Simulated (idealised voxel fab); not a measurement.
Herein follows the process module entitled voxel trench capacitor.
Section cut is 220 nm wide and gridded with 5 nm square cells.
A cross-section is written here as square cells arranged in a grid, and it is given in bands from the top down, each band taking up one or more rows of cells.
It is stipulated that each band's entry specify, in nanometres, the height of the top of the band and then that of its bottom, followed by the materials of the band in left-to-right sequence, each together with its width in nanometres. A single material marked by the word "everywhere" is understood to fill the band from edge to edge; the word "empty" is understood to denote empty space.
Heights are expressed relative to 0, this being the level below which the as-received wafer comprises one material exclusively. The lowest band is unbounded in the downward direction and is denoted as in "from 0 down".
Width "30..40": first value at the band's top row of cells, second value at its bottom row, equal change from row to row.
For the purposes of this document, the phrase "nothing changed" attached to a step denotes that no cell within the cross-section was modified by that step.
This entry, "Closed cavity list", enumerates those empty regions of no fewer than 8 cells that possess no open connection to the top. Each region is reported in the form width x height at distance, the distance being taken from the left edge, with all three quantities expressed in nm.
Read whatever lies past the settings on a step's line as the simulator's own remark about the step.
Steps that use a mask can have "overlay nm" on their line. It says how far the mask sat to the right of where it was meant to be. Negative means to the left.
Reading key. Pairs: pre-step and post-step cross-section, one process step apart; post-step view only to lowest changed band. Step between + settings: beneath pair. Runs: pairs may be from different runs of this module, same starting wafer. Continuation from pair above: only where "Preceding state" entry says.
-- Preceding state
- from 40 to 15: empty (35) / resist (25) / empty (15) / resist (25) / empty (15) / resist (25) / empty (15) / resist (25) / empty (40)
- from 15 to 5: aC everywhere
- from 5 to 0: SiN everywhere
- from 0 down: Si everywhere
- Closed cavity list: none
-- Post-Step Cross-Section
- from 30 to 15: empty (35) / resist (25) / empty (15) / resist (25) / empty (15) / resist (25) / empty (15) / resist (25) / empty (40)
- from 15 to 5: empty (35) / aC (25) / empty (15) / aC (25) / empty (15) / aC (25) / empty (15) / aC (25) / empty (40)
- Everything below 5 is unchanged.
- Closed cavity list: none
Process step (between the before and after cross-sections above): DIRECTIONAL_ETCH | etch materials aC | depth nm 10
Preceding state: the state before this step is the cross-section shown after the step in the pair just above.
-- Post-Step Cross-Section
- from 15 to 5: empty (35) / aC (25) / empty (15) / aC (25) / empty (15) / aC (25) / empty (15) / aC (25) / empty (40)
- Everything below 5 is unchanged.
- Closed cavity list: none
Process step (between the before and after cross-sections above): STRIP | etch materials resist
Preceding state: the state before this step is the cross-section shown after the step in the pair just above.
-- Post-Step Cross-Section
- from 15 to 5: empty (35) / aC (25) / empty (15) / aC (25) / empty (15) / aC (25) / empty (15) / aC (25) / empty (40)
- from 5 to 0: empty (35) / SiN (25) / empty (15) / SiN (25) / empty (15) / SiN (25) / empty (15) / SiN (25) / empty (40)
- Everything below 0 is unchanged.
- Closed cavity list: none
Process step (between the before and after cross-sections above): DIRECTIONAL_ETCH | etch materials SiN | depth nm 5
Preceding state: the state before this step is the cross-section shown after the step in the pair just above.
-- Post-Step Cross-Section
- from 15 to 5: empty (35) / aC (25) / empty (15) / aC (25) / empty (15) / aC (25) / empty (15) / aC (25) / empty (40)
- from 5 to 0: empty (35) / SiN (25) / empty (15) / SiN (25) / empty (15) / SiN (25) / empty (15) / SiN (25) / empty (40)
- from 0 to -25: empty (35) / Si (25) / empty (15) / Si (25) / empty (15) / Si (25) / empty (15) / Si (25) / empty (40)
- Everything below -25 is unchanged.
- Closed cavity list: none
Process step (between the before and after cross-sections above): DIRECTIONAL_ETCH | etch materials Si | depth nm 25
Preceding state: the state before this step is the cross-section shown after the step in the pair just above.
-- Post-Step Cross-Section
- from 5 to 0: empty (35) / SiN (25) / empty (15) / SiN (25) / empty (15) / SiN (25) / empty (15) / SiN (25) / empty (40)
- Everything below 0 is unchanged.
- Closed cavity list: none
Process step (between the before and after cross-sections above): STRIP | etch materials aC
Preceding state: the state before this step is the cross-section shown after the step in the pair just above.
-- Post-Step Cross-Section
- from 10 to 5: empty (30) / SiO2 (35) / empty (5) / SiO2 (35) / empty (5) / SiO2 (35) / empty (5) / SiO2 (35) / empty (35)
- from 5 to 0: empty (30) / SiO2 (5) / SiN (25) / SiO2 (5) / empty (5) / SiO2 (5) / SiN (25) / SiO2 (5) / empty (5) / SiO2 (5) / SiN (25) / SiO2 (5) / empty (5) / SiO2 (5) / SiN (25) / SiO2 (5) / empty (35)
- from 0 to -20: empty (30) / SiO2 (5) / Si (25) / SiO2 (5) / empty (5) / SiO2 (5) / Si (25) / SiO2 (5) / empty (5) / SiO2 (5) / Si (25) / SiO2 (5) / empty (5) / SiO2 (5) / Si (25) / SiO2 (5) / empty (35)
- from -20 to -25: SiO2 (35) / Si (25) / SiO2 (15) / Si (25) / SiO2 (15) / Si (25) / SiO2 (15) / Si (25) / SiO2 (40)
- Everything below -25 is unchanged.
- Closed cavity list: none
Process step (between the before and after cross-sections above): CONFORMAL_DEP | material SiO2 | thk nm 5
Preceding state: the state before this step is the cross-section shown after the step in the pair just above.
-- Post-Step Cross-Section
- from 15 to 10: polySi everywhere
- from 10 to 5: polySi (30) / SiO2 (35) / polySi (5) / SiO2 (35) / polySi (5) / SiO2 (35) / polySi (5) / SiO2 (35) / polySi (35)
- from 5 to 0: polySi (30) / SiO2 (5) / SiN (25) / SiO2 (5) / polySi (5) / SiO2 (5) / SiN (25) / SiO2 (5) / polySi (5) / SiO2 (5) / SiN (25) / SiO2 (5) / polySi (5) / SiO2 (5) / SiN (25) / SiO2 (5) / polySi (35)
- from 0 to -20: polySi (30) / SiO2 (5) / Si (25) / SiO2 (5) / polySi (5) / SiO2 (5) / Si (25) / SiO2 (5) / polySi (5) / SiO2 (5) / Si (25) / SiO2 (5) / polySi (5) / SiO2 (5) / Si (25) / SiO2 (5) / polySi (35)
- Everything below -20 is unchanged.
- Closed cavity list: none
Process step (between the before and after cross-sections above): FILL_DEP | material polySi | thk nm 5
Preceding state: the state before this step is the cross-section shown after the step in the pair just above.
-- Post-Step Cross-Section
- from 5 to 0: polySi (30) / SiO2 (5) / SiN (25) / SiO2 (5) / polySi (5) / SiO2 (5) / SiN (25) / SiO2 (5) / polySi (5) / SiO2 (5) / SiN (25) / SiO2 (5) / polySi (5) / SiO2 (5) / SiN (25) / SiO2 (5) / polySi (35)
- Everything below 0 is unchanged.
- Closed cavity list: none
Process step (between the before and after cross-sections above): CMP | height nm 5
